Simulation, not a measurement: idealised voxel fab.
Proc. module: voxel self aligned contacts
We display cut, a cross-section 235 nm in width whose square cells are each 5 nm.
A cross-section is written here as square cells arranged in a grid, and it is given in bands from the top down, each band taking up one or more rows of cells.
It is stipulated that each band's entry specify, in nanometres, the height of the top of the band and then that of its bottom, followed by the materials of the band in left-to-right sequence, each together with its width in nanometres. A single material marked by the word "full width" is understood to fill the band from edge to edge; the word "empty" is understood to denote empty space.
For the purposes of this specification, 0 denotes the height below which the wafer in its as-received condition is composed wholly of one material, and the lowermost band, lacking a lower limit, extends downward without end, as expressed in "z 0 and below".
Graded width ("30..40"): value in top row of band = first number; value in bottom row = second number; row-to-row change constant.
The cross-section has no changed cell in any step marked "identical to before".
Each empty space that has no open way to the top and spans at least 8 cells appears under "Trapped cavities" as width x height at distance, the distance counted from the left edge, all in nm.
The remark found on a step's line after its settings is issued by the simulator itself and pertains to that step.
The "overlay nm" setting may appear on a step's line; for a step that uses a mask, it gives how far to the right of its planned position the mask lay, and a negative value indicates the left.

Below is the list of planned process steps
step 1: RECEIVE: material Si
step 2: CONFORMAL_DEP: material SiO2, thk nm 5
step 3: DIRECTIONAL_DEP: material polySi, thk nm 25
step 4: DIRECTIONAL_DEP: material SiN, thk nm 20
step 5: DIRECTIONAL_DEP: material aC, thk nm 10
step 6: PATTERN: tone cover, mask id GATE, material resist, width nm 35, pitch nm 60, thk nm 30, overlay nm 0
step 7: DIRECTIONAL_ETCH: etch materials aC, depth nm 10
step 8: STRIP: etch materials resist
step 9: DIRECTIONAL_ETCH: etch materials SiN, depth nm 20
step 10: DIRECTIONAL_ETCH: etch materials polySi, depth nm 25
step 11: STRIP: etch materials aC
step 12: CONFORMAL_DEP: material SiN, thk nm 5
step 13: DIRECTIONAL_ETCH: etch materials SiN, depth nm 5
step 14: FILL_DEP: material SiO2, thk nm 15
step 15: CMP: height nm 55
step 16: DIRECTIONAL_DEP: material aC, thk nm 15
step 17: PATTERN: tone open, mask id CONTACT, material resist, width nm 45, pitch nm 60, thk nm 35, overlay nm 0
step 18: DIRECTIONAL_ETCH: etch materials aC, depth nm 15
step 19: STRIP: etch materials resist
step 20: DIRECTIONAL_ETCH: etch materials SiO2, depth nm 55
step 21: STRIP: etch materials aC
step 22: CONFORMAL_DEP: material TiN, thk nm 5
step 23: FILL_DEP: material W, thk nm 10
step 24: CMP: height nm 55
step 25: CONFORMAL_DEP: material SiN, thk nm 5

Here's what the wafer looked like in cross-section when it arrived - that's after step 1
    z 0 and below  Si full width
    Trapped cavities: none

Wafer cross-section at module end: first of two, run to plan
    z 60 to 55  SiN full width
    z 55 to 50  65 of SiO2, then 20 of TiN, then 5 of W, then 20 of TiN, then 15 of SiO2, then 20 of TiN, then 5 of W, then 20 of TiN, then 65 of SiO2
    z 50 to 30  35 of SiO2, then 45 of SiN, then 5 of TiN, then 5 of W, then 5 of TiN, then 45 of SiN, then 5 of TiN, then 5 of W, then 5 of TiN, then 45 of SiN, then 35 of SiO2
    z 30 to 5  35 of SiO2, then 5 of SiN, then 35 of polySi, then 5 of SiN, then 5 of TiN, then 5 of W, then 5 of TiN, then 5 of SiN, then 35 of polySi, then 5 of SiN, then 5 of TiN, then 5 of W, then 5 of TiN, then 5 of SiN, then 35 of polySi, then 5 of SiN, then 35 of SiO2
    z 5 to 0  80 of SiO2, then 15 of TiN, then 45 of SiO2, then 15 of TiN, then 80 of SiO2
    z 0 and below  Si full width
    Trapped cavities: none

Cross-section, wafer two of two, end of module: same start and plan as wafer one, one error in execution
    z 60 to 55  SiN full width
    z 55 to 50  70 of SiO2, then 15 of TiN, then 5 of W, then 15 of TiN, then 25 of SiO2, then 15 of TiN, then 5 of W, then 15 of TiN, then 70 of SiO2
    z 50 to 30  35 of SiO2, then 45 of SiN, then 5 of TiN, then 5 of W, then 5 of TiN, then 45 of SiN, then 5 of TiN, then 5 of W, then 5 of TiN, then 45 of SiN, then 35 of SiO2
    z 30 to 5  35 of SiO2, then 5 of SiN, then 35 of polySi, then 5 of SiN, then 5 of TiN, then 5 of W, then 5 of TiN, then 5 of SiN, then 35 of polySi, then 5 of SiN, then 5 of TiN, then 5 of W, then 5 of TiN, then 5 of SiN, then 35 of polySi, then 5 of SiN, then 35 of SiO2
    z 5 to 0  80 of SiO2, then 15 of TiN, then 45 of SiO2, then 15 of TiN, then 80 of SiO2
    z 0 and below  Si full width
    Trapped cavities: none
In executing the process, a mistake was made relative to the plan: rather than as planned, step 17 actually ran as PATTERN: tone open, mask id CONTACT, material resist, width nm 35, pitch nm 60, thk nm 35, overlay nm 0
Counted in cells at the end, the second wafer holds more or fewer of these materials than the first: SiO2 +4, TiN -4
